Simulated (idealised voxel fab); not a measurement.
Presented below is a process module, voxel self aligned contacts.
The width of the displayed cross-section, cut, is 205 nm; its cells are square, with a size of 5 nm.
Cross-section = grid of square cells, listed top down in bands; band = one or more rows. What a band's entry tells you: where the top is and where the bottom is, as heights in nm, and after that what lies inside, material by material from left to right, each with its width in nm. Empty space is written as the word "empty", and a single material marked with the word "full width" occupies the band from edge to edge. Note: height 0 marks the level under which the wafer is uniformly one material as received. Lowest band unbounded below, written "from 0 down". Top row gets the first number, bottom row gets the second, and each row in between changes by the same step: that is how a band width like "30..40" works. A step reported as "identical to before" is a step in which no cell of the cross-section changed. Under "Trapped voids" you'll find the enclosed gaps, the ones with no way out to the top, that are 8 cells or bigger; each reads width x height at distance, with distance counted from the left edge, everything in nm. If you see something after the settings on a step's line, that's the simulator's own remark about that step. overlay nm: right-of-plan distance of the mask on a masked step; negative values mean left-of-plan.
## Here's what the planned process steps look like
| 1 | RECEIVE | material Si |
| 2 | CONFORMAL_DEP | material SiO2 | thk nm 5 |
| 3 | DIRECTIONAL_DEP | material polySi | thk nm 20 |
| 4 | DIRECTIONAL_DEP | material SiN | thk nm 15 |
| 5 | MASKED_ETCH | tone cover | mask id GATE | width nm 30 | pitch nm 65 | etch materials SiN | depth nm 15 | overlay nm 0 |
| 6 | MASKED_ETCH | tone cover | mask id GATE | width nm 30 | pitch nm 65 | etch materials polySi | depth nm 20 | overlay nm 0 |
| 7 | CONFORMAL_DEP | material SiN | thk nm 5 |
| 8 | DIRECTIONAL_ETCH | etch materials SiN | depth nm 5 |
| 9 | FILL_DEP | material SiO2 | thk nm 20 |
| 10 | CMP | height nm 50 |
| 11 | DIRECTIONAL_DEP | material aC | thk nm 10 |
| 12 | PATTERN | tone open | mask id CONTACT | material resist | width nm 45 | thk nm 25 | overlay nm 0 |
| 13 | DIRECTIONAL_ETCH | etch materials aC | depth nm 10 |
| 14 | STRIP | etch materials resist |
| 15 | DIRECTIONAL_ETCH | etch materials SiO2 | depth nm 50 |
| 16 | STRIP | etch materials aC |
| 17 | CONFORMAL_DEP | material TiN | thk nm 5 |
| 18 | FILL_DEP | material W | thk nm 10 |
| 19 | CMP | height nm 50 |
| 20 | CONFORMAL_DEP | material SiN | thk nm 5 |
## Delivered wafer in cross-section: state after step 1
* from 0 down  Si full width
* Trapped voids: none
## Cross-section: first of two wafers, module finished, run according to plan
* from 55 to 50  SiN full width
* from 50 to 40  80 nm SiO2 / 5..15 nm TiN / 35..15 nm W / 5..15 nm TiN / 80 nm SiO2
* from 40 to 25  50 nm SiO2 / 40 nm SiN / 5 nm TiN / 15 nm W / 5 nm TiN / 40 nm SiN / 50 nm SiO2
* from 25 to 5  50 nm SiO2 / 5 nm SiN / 30 nm polySi / 5 nm SiN / 5 nm TiN / 15 nm W / 5 nm TiN / 5 nm SiN / 30 nm polySi / 5 nm SiN / 50 nm SiO2
* from 5 to 0  90 nm SiO2 / 25 nm TiN / 90 nm SiO2
* from 0 down  Si full width
* Trapped voids: none
## Cross-sectional view: second of two wafers, end of module; start and plan identical to the first, one mistake in running
* from 55 to 50  SiN full width
* from 50 to 40  85 nm SiO2 / 5..10 nm TiN / 30..15 nm W / 5..15 nm TiN / 80 nm SiO2
* from 40 to 25  50 nm SiO2 / 40 nm SiN / 5 nm TiN / 15 nm W / 5 nm TiN / 40 nm SiN / 50 nm SiO2
* from 25 to 5  50 nm SiO2 / 5 nm SiN / 30 nm polySi / 5 nm SiN / 5 nm TiN / 15 nm W / 5 nm TiN / 5 nm SiN / 30 nm polySi / 5 nm SiN / 50 nm SiO2
* from 5 to 0  90 nm SiO2 / 25 nm TiN / 90 nm SiO2
* from 0 down  Si full width
* Trapped voids: none
The plan and the run diverged here: step 12 ran as: PATTERN | tone open | mask id CONTACT | material resist | width nm 40 | thk nm 25 | overlay nm 0
Counted in cells at the end, the second wafer holds more or fewer of these materials than the first: +2 SiO2; -1 TiN; -1 W
